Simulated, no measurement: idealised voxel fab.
Title: Process Module voxel gate over fins
cross-section cut | 210 nm wide | cells 5 nm
When this document writes out a cross-section, it uses a grid of square cells and lists it as bands, beginning at the top and moving down, with a band standing for one or more rows of cells. Per band: top height and bottom height in nm, followed by the left-to-right materials and their widths in nm; "edge to edge" marks a single material spanning edge to edge, "empty" marks empty space. Zero point of the height axis is 0; under it, received wafer = one material. Lowest band: continues down indefinitely, "top 0, no bottom". Think of "30..40" as a width that walks from the first number to the second as you go down the band, top row to bottom row, taking equal-sized steps from row to row. You'll sometimes find "remained the same" written for a step, and that's the way of saying that nowhere in the cross-section did a cell change during that step. "Enclosed void catalog": sealed empty spaces, 8 cells or more, no open way to top, listed width x height at distance, with distance from the left edge and width, height and distance in nm. Step line, after settings: the simulator's comment on this step. overlay nm: mask offset rightward from planned place, masked step; negative means leftward offset.
Listed below are the process steps as planned
1. RECEIVE (material Si)
2. CONFORMAL_DEP (material SiN; thk nm 10)
3. PATTERN (tone cover; mask id FINS; material resist; width nm 15; pitch nm 45; thk nm 15; overlay nm 0)
4. DIRECTIONAL_ETCH (etch materials SiN; depth nm 10)
5. DIRECTIONAL_ETCH (etch materials Si; depth nm 40)
6. STRIP (etch materials resist)
7. OXIDIZE (depth nm 5)
8. FILL_DEP (material SiO2; thk nm 5)
9. CMP (height nm 10)
10. SELECTIVE_ETCH (etch materials SiO2; depth nm 20)
11. STRIP (etch materials SiN)
12. CONFORMAL_DEP (material HfO2; thk nm 5)
13. CONFORMAL_DEP (material TiN; thk nm 5)
14. FILL_DEP (material W; thk nm 10)
15. CMP (height nm 15)
16. CONFORMAL_DEP (material SiCN; thk nm 10)
Concerning the first of two wafers, which was run in accordance with the plan
Step 1 complete: cross-section of the wafer as received
    top 0, no bottom | Si edge to edge
    Enclosed void catalog: none
Cross-section: wafer state after step 2
    top 10, bottom 0 | SiN edge to edge
    All layers under 0 are left as they were.
Cross-section: wafer state after step 3
    top 25, bottom 10 | empty 50 / resist 15 / empty 30 / resist 15 / empty 30 / resist 15 / empty 55
    All layers under 10 are left as they were.
Cross-section: wafer state after step 4
    top 25, bottom 10 | empty 50 / resist 15 / empty 30 / resist 15 / empty 30 / resist 15 / empty 55
    top 10, bottom 0 | empty 50 / SiN 15 / empty 30 / SiN 15 / empty 30 / SiN 15 / empty 55
    All layers under 0 are left as they were.
Cross-section: wafer state after step 5
    top 25, bottom 10 | empty 50 / resist 15 / empty 30 / resist 15 / empty 30 / resist 15 / empty 55
    top 10, bottom 0 | empty 50 / SiN 15 / empty 30 / SiN 15 / empty 30 / SiN 15 / empty 55
    top 0, bottom -40 | empty 50 / Si 15 / empty 30 / Si 15 / empty 30 / Si 15 / empty 55
    All layers under -40 are left as they were.
Cross-section: wafer state after step 6
    top 10, bottom 0 | empty 50 / SiN 15 / empty 30 / SiN 15 / empty 30 / SiN 15 / empty 55
    All layers under 0 are left as they were.
Cross-section: wafer state after step 7
    top 10, bottom 0 | empty 50 / SiN 15 / empty 30 / SiN 15 / empty 30 / SiN 15 / empty 55
    top 0, bottom -40 | empty 50 / SiO2 5 / Si 5 / SiO2 5 / empty 30 / SiO2 5 / Si 5 / SiO2 5 / empty 30 / SiO2 5 / Si 5 / SiO2 5 / empty 55
    top -40, bottom -45 | SiO2 55 / Si 5 / SiO2 40 / Si 5 / SiO2 40 / Si 5 / SiO2 60
    All layers under -45 are left as they were.
Cross-section: wafer state after step 8
    top 15, bottom 10 | SiO2 edge to edge
    top 10, bottom 0 | SiO2 50 / SiN 15 / SiO2 30 / SiN 15 / SiO2 30 / SiN 15 / SiO2 55
    top 0, bottom -45 | SiO2 55 / Si 5 / SiO2 40 / Si 5 / SiO2 40 / Si 5 / SiO2 60
    All layers under -45 are left as they were.
Cross-section: wafer state after step 9
    top 10, bottom 0 | SiO2 50 / SiN 15 / SiO2 30 / SiN 15 / SiO2 30 / SiN 15 / SiO2 55
    All layers under 0 are left as they were.
Cross-section: wafer state after step 10
    top 10, bottom 0 | empty 50 / SiN 15 / empty 30 / SiN 15 / empty 30 / SiN 15 / empty 55
    top 0, bottom -10 | empty 55 / Si 5 / empty 40 / Si 5 / empty 40 / Si 5 / empty 60
    All layers under -10 are left as they were.
Cross-section: wafer state after step 11
    top 0, bottom -10 | empty 55 / Si 5 / empty 40 / Si 5 / empty 40 / Si 5 / empty 60
    All layers under -10 are left as they were.
Cross-section: wafer state after step 12
    top 5, bottom 0 | empty 50 / HfO2 15 / empty 30 / HfO2 15 / empty 30 / HfO2 15 / empty 55
    top 0, bottom -5 | empty 50 / HfO2 5 / Si 5 / HfO2 5 / empty 30 / HfO2 5 / Si 5 / HfO2 5 / empty 30 / HfO2 5 / Si 5 / HfO2 5 / empty 55
    top -5, bottom -10 | HfO2 55 / Si 5 / HfO2 40 / Si 5 / HfO2 40 / Si 5 / HfO2 60
    All layers under -10 are left as they were.
Cross-section: wafer state after step 13
    top 10, bottom 5 | empty 45 / TiN 25 / empty 20 / TiN 25 / empty 20 / TiN 25 / empty 50
    top 5, bottom 0 | empty 45 / TiN 5 / HfO2 15 / TiN 5 / empty 20 / TiN 5 / HfO2 15 / TiN 5 / empty 20 / TiN 5 / HfO2 15 / TiN 5 / empty 50
    top 0, bottom -5 | TiN 50 / HfO2 5 / Si 5 / HfO2 5 / TiN 30 / HfO2 5 / Si 5 / HfO2 5 / TiN 30 / HfO2 5 / Si 5 / HfO2 5 / TiN 55
    All layers under -5 are left as they were.
Cross-section: wafer state after step 14
    top 20, bottom 10 | W edge to edge
    top 10, bottom 5 | W 45 / TiN 25 / W 20 / TiN 25 / W 20 / TiN 25 / W 50
    top 5, bottom 0 | W 45 / TiN 5 / HfO2 15 / TiN 5 / W 20 / TiN 5 / HfO2 15 / TiN 5 / W 20 / TiN 5 / HfO2 15 / TiN 5 / W 50
    All layers under 0 are left as they were.
Cross-section: wafer state after step 15
    top 15, bottom 10 | W edge to edge
    All layers under 10 are left as they were.
Cross-section: wafer state after step 16
    top 25, bottom 15 | SiCN edge to edge
    All layers under 15 are left as they were.
The second wafer was prepared from the same starting point and under the same plan as the first; its processing contained one mistake, and it remains indistinguishable from the first wafer up to and including step 2
X-section, second wafer, when step 3 was due to finish
    top 25, bottom 10 | resist 50 / empty 15 / resist 30 / empty 15 / resist 30 / empty 15 / resist 55
    All layers under 10 are left as they were.
X-section, second wafer, when step 4 was due to finish
    top 25, bottom 10 | resist 50 / empty 15 / resist 30 / empty 15 / resist 30 / empty 15 / resist 55
    top 10, bottom 0 | SiN 50 / empty 15 / SiN 30 / empty 15 / SiN 30 / empty 15 / SiN 55
    All layers under 0 are left as they were.
X-section, second wafer, when step 5 was due to finish
    top 25, bottom 10 | resist 50 / empty 15 / resist 30 / empty 15 / resist 30 / empty 15 / resist 55
    top 10, bottom 0 | SiN 50 / empty 15 / SiN 30 / empty 15 / SiN 30 / empty 15 / SiN 55
    top 0, bottom -40 | Si 50 / empty 15 / Si 30 / empty 15 / Si 30 / empty 15 / Si 55
    All layers under -40 are left as they were.
X-section, second wafer, when step 6 was due to finish
    top 10, bottom 0 | SiN 50 / empty 15 / SiN 30 / empty 15 / SiN 30 / empty 15 / SiN 55
    All layers under 0 are left as they were.
X-section, second wafer, when step 7 was due to finish
    top 10, bottom 0 | SiN 50 / empty 15 / SiN 30 / empty 15 / SiN 30 / empty 15 / SiN 55
    top 0, bottom -40 | Si 45 / SiO2 5 / empty 15 / SiO2 5 / Si 20 / SiO2 5 / empty 15 / SiO2 5 / Si 20 / SiO2 5 / empty 15 / SiO2 5 / Si 50
    top -40, bottom -45 | Si 45 / SiO2 25 / Si 20 / SiO2 25 / Si 20 / SiO2 25 / Si 50
    All layers under -45 are left as they were.
X-section, second wafer, when step 8 was due to finish
    top 15, bottom 10 | SiO2 edge to edge
    top 10, bottom 0 | SiN 50 / SiO2 15 / SiN 30 / SiO2 15 / SiN 30 / SiO2 15 / SiN 55
    top 0, bottom -45 | Si 45 / SiO2 25 / Si 20 / SiO2 25 / Si 20 / SiO2 25 / Si 50
    All layers under -45 are left as they were.
X-section, second wafer, when step 9 was due to finish
    top 10, bottom 0 | SiN 50 / SiO2 15 / SiN 30 / SiO2 15 / SiN 30 / SiO2 15 / SiN 55
    All layers under 0 are left as they were.
X-section, second wafer, when step 10 was due to finish
    top 10, bottom 0 | SiN 50 / empty 15 / SiN 30 / empty 15 / SiN 30 / empty 15 / SiN 55
    top 0, bottom -10 | Si 45 / empty 25 / Si 20 / empty 25 / Si 20 / empty 25 / Si 50
    All layers under -10 are left as they were.
X-section, second wafer, when step 11 was due to finish
    top 0, bottom -10 | Si 45 / empty 25 / Si 20 / empty 25 / Si 20 / empty 25 / Si 50
    All layers under -10 are left as they were.
X-section, second wafer, when step 12 was due to finish
    top 5, bottom 0 | HfO2 50 / empty 15 / HfO2 30 / empty 15 / HfO2 30 / empty 15 / HfO2 55
    top 0, bottom -5 | Si 45 / HfO2 5 / empty 15 / HfO2 5 / Si 20 / HfO2 5 / empty 15 / HfO2 5 / Si 20 / HfO2 5 / empty 15 / HfO2 5 / Si 50
    top -5, bottom -10 | Si 45 / HfO2 25 / Si 20 / HfO2 25 / Si 20 / HfO2 25 / Si 50
    All layers under -10 are left as they were.
X-section, second wafer, when step 13 was due to finish
    top 10, bottom 5 | TiN 55 / empty 5 / TiN 40 / empty 5 / TiN 40 / empty 5 / TiN 60
    top 5, bottom 0 | HfO2 50 / TiN 5 / empty 5 / TiN 5 / HfO2 30 / TiN 5 / empty 5 / TiN 5 / HfO2 30 / TiN 5 / empty 5 / TiN 5 / HfO2 55
    top 0, bottom -5 | Si 45 / HfO2 5 / TiN 15 / HfO2 5 / Si 20 / HfO2 5 / TiN 15 / HfO2 5 / Si 20 / HfO2 5 / TiN 15 / HfO2 5 / Si 50
    All layers under -5 are left as they were.
X-section, second wafer, when step 14 was due to finish
    top 20, bottom 10 | W edge to edge
    top 10, bottom 5 | TiN 55 / W 5 / TiN 40 / W 5 / TiN 40 / W 5 / TiN 60
    top 5, bottom 0 | HfO2 50 / TiN 5 / W 5 / TiN 5 / HfO2 30 / TiN 5 / W 5 / TiN 5 / HfO2 30 / TiN 5 / W 5 / TiN 5 / HfO2 55
    All layers under 0 are left as they were.
X-section, second wafer, when step 15 was due to finish
    top 15, bottom 10 | W edge to edge
    All layers under 10 are left as they were.
X-section, second wafer, when step 16 was due to finish
    top 25, bottom 15 | SiCN edge to edge
    All layers under 15 are left as they were.
Which mistake was made when the wafer was run? step 3: run off-plan, actual operation and settings PATTERN (tone open; mask id FINS; material resist; width nm 15; pitch nm 45; thk nm 15; overlay nm 0)
The final cell counts differ between the wafers, with the second having more or fewer of some materials than the first: 216 more of Si; 168 fewer of SiO2; 48 fewer of W
